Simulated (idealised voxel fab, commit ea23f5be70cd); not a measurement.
process module | voxel ribs on slabs
cross-section cut | 145 nm wide | cells 5 nm
A cross-section is a grid of square cells, given in bands from the top down. A band is one or more rows of cells.
Each band's line starts with the height of the band's top and of its bottom, in nm. Then come its materials from left to right, each with its width in nm. One material with "throughout" fills the band from edge to edge. "air" is empty space.
Height 0 is the level under which the wafer as received is all one material. The lowest band goes on downwards, as in "0 down".
A width such as "30 to 40" changes by the same amount from each row of cells to the next, from the band's top row to its bottom row.
"no change" after a step means that no cell of the cross-section changed.
closed voids: empty space of 8 cells or more with no open way to the top, each as width x height at its distance from the left edge, in nm
after a step's settings: what the simulator itself notes on the step
overlay nm, on a step with a mask: how far to the right of its planned place the mask lay; to the left if negative
plan
1 op RECEIVE | material Si
2 op DIRECTIONAL_DEP | material SiO2 | thk nm 25
3 op DIRECTIONAL_DEP | material polySi | thk nm 20
4 op DIRECTIONAL_DEP | material aC | thk nm 15
5 op PATTERN | tone cover | mask id RIB | material resist | width nm 30 | thk nm 30 | overlay nm 0
6 op DIRECTIONAL_ETCH | etch materials aC | depth nm 15
7 op STRIP | etch materials resist
8 op DIRECTIONAL_ETCH | etch materials polySi | depth nm 10
9 op STRIP | etch materials aC
10 op DIRECTIONAL_DEP | material aC | thk nm 10
11 op PATTERN | tone cover | mask id SLAB | material resist | width nm 80 | thk nm 25 | overlay nm 0
12 op DIRECTIONAL_ETCH | etch materials aC | depth nm 10
13 op STRIP | etch materials resist
14 op DIRECTIONAL_ETCH | etch materials polySi | depth nm 10
15 op STRIP | etch materials aC
16 op FILL_DEP | material SiO2 | thk nm 20
17 op CMP | height nm 55
18 op DIRECTIONAL_DEP | material W | thk nm 5
19 op DIRECTIONAL_DEP | material aC | thk nm 15
20 op PATTERN | tone cover | mask id HEATER | material resist | width nm 40 | thk nm 30 | overlay nm 0
21 op DIRECTIONAL_ETCH | etch materials aC | depth nm 15
22 op STRIP | etch materials resist
23 op DIRECTIONAL_ETCH | etch materials W | depth nm 5
24 op STRIP | etch materials aC
25 op CONFORMAL_DEP | material SiO2 | thk nm 10
as received, after step 1
  0 down: Si throughout
  closed voids: none
first wafer at the end, as planned
  70 to 65: air 40 | SiO2 60 | air 45
  65 to 60: SiO2 throughout
  60 to 55: SiO2 50 | W 40 | SiO2 55
  55 to 45: SiO2 throughout
  45 to 35: SiO2 55 | polySi 30 | SiO2 60
  35 to 25: SiO2 30 | polySi 80 | SiO2 35
  25 to 0: SiO2 throughout
  0 down: Si throughout
  closed voids: none
second wafer at the end: like start, like plan, one mistake
  75 to 70: air 40 | SiO2 60 | air 45
  70 to 65: SiO2 throughout
  65 to 60: SiO2 50 | W 40 | SiO2 55
  60 to 45: SiO2 throughout
  45 to 35: SiO2 55 | polySi 30 | SiO2 60
  35 to 25: SiO2 30 | polySi 80 | SiO2 35
  25 to 0: SiO2 throughout
  0 down: Si throughout
  closed voids: none
what went wrong: step 17 ran as: op CMP | height nm 60
at the end the second wafer has, in cells: 29 more of SiO2
